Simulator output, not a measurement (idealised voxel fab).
A process module follows: voxel double patterning.
Section cut is 260 nm wide and gridded with 5 nm square cells.
Throughout this document, each cross-section is represented as a grid of square cells and is presented as a sequence of bands enumerated from the top downward, where a band comprises one or more rows of cells. A band entry consists of two parts. The first gives the height of the band's top and the height of its bottom, in nm. The rest lists the band's materials from left to right, each with its width in nm. A single material labelled with the word "all across" fills the band from edge to edge, and the word "air" marks empty space. All heights in this document are referenced to 0, defined as the level beneath which the wafer, as received, consists entirely of one material. The lowest band is not bounded below; it extends indefinitely downward and is written in the form "0..down". A width such as "30..40" changes by the same amount from each row of cells to the next, from the band's top row to its bottom row. Key: "no modifications" - step with no changed cell in the cross-section. The entry titled "Fully sealed cavities" provides the empty spaces that have no open way to the top, restricted to those of 8 cells or more. Each is presented as width x height at distance, the distance being measured from the left edge, with all three in nm. That trailing text on a step's line, after the settings, is the simulator's own remark on the step. The optional step-line setting "overlay nm" applies to steps with a mask and quantifies how far to the right of its planned location the mask lay, a negative value indicating leftward placement.

List of planned process steps
1 RECEIVE (material Si)
2 CONFORMAL_DEP (material SiO2; thk nm 5)
3 DIRECTIONAL_DEP (material TiN; thk nm 15)
4 DIRECTIONAL_DEP (material SiCN; thk nm 10)
5 MASKED_ETCH (tone open; mask id FIRST; width nm 15; pitch nm 50; etch materials SiCN; depth nm 10; overlay nm 0)
6 MASKED_ETCH (tone open; mask id SECOND; width nm 15; pitch nm 50; etch materials SiCN; depth nm 10; overlay nm -15)
7 DIRECTIONAL_ETCH (etch materials TiN; depth nm 15)
8 STRIP (etch materials SiCN)
The wafers are alike at the start. At step 6, their overlay nm differs. The plan lists the first wafer's value.

The first of several wafers, as received after step 1, seen in section
> 0..down | Si all across
> Fully sealed cavities: none

Last step of the module is step 8; after it, the first of several wafers in cross-section
> 20..5 | TiN 70 nm; air 25 nm; TiN 25 nm; air 25 nm; TiN 25 nm; air 15 nm; TiN 75 nm
> 5..0 | SiO2 all across
> 0..down | Si all across
> Fully sealed cavities: none

Of the several wafers, the last: cross-section at the end of the module
> 20..5 | TiN 70 nm; air 15 nm; TiN 25 nm; air 25 nm; TiN 25 nm; air 25 nm; TiN 75 nm
> 5..0 | SiO2 all across
> 0..down | Si all across
> Fully sealed cavities: none

Rows = wafers. At module end, each row lists per material the cells gained (+) or lost (-) since the wafer was received, then the closed voids
overlay nm -15, +52 SiO2, +117 TiN, Fully sealed cavities: none
overlay nm -10, +52 SiO2, +111 TiN, Fully sealed cavities: none
overlay nm -5, +52 SiO2, +111 TiN, Fully sealed cavities: none
overlay nm 0, +52 SiO2, +111 TiN, Fully sealed cavities: none
overlay nm 5, +52 SiO2, +111 TiN, Fully sealed cavities: none
overlay nm 10, +52 SiO2, +111 TiN, Fully sealed cavities: none
overlay nm 15, +52 SiO2, +117 TiN, Fully sealed cavities: none
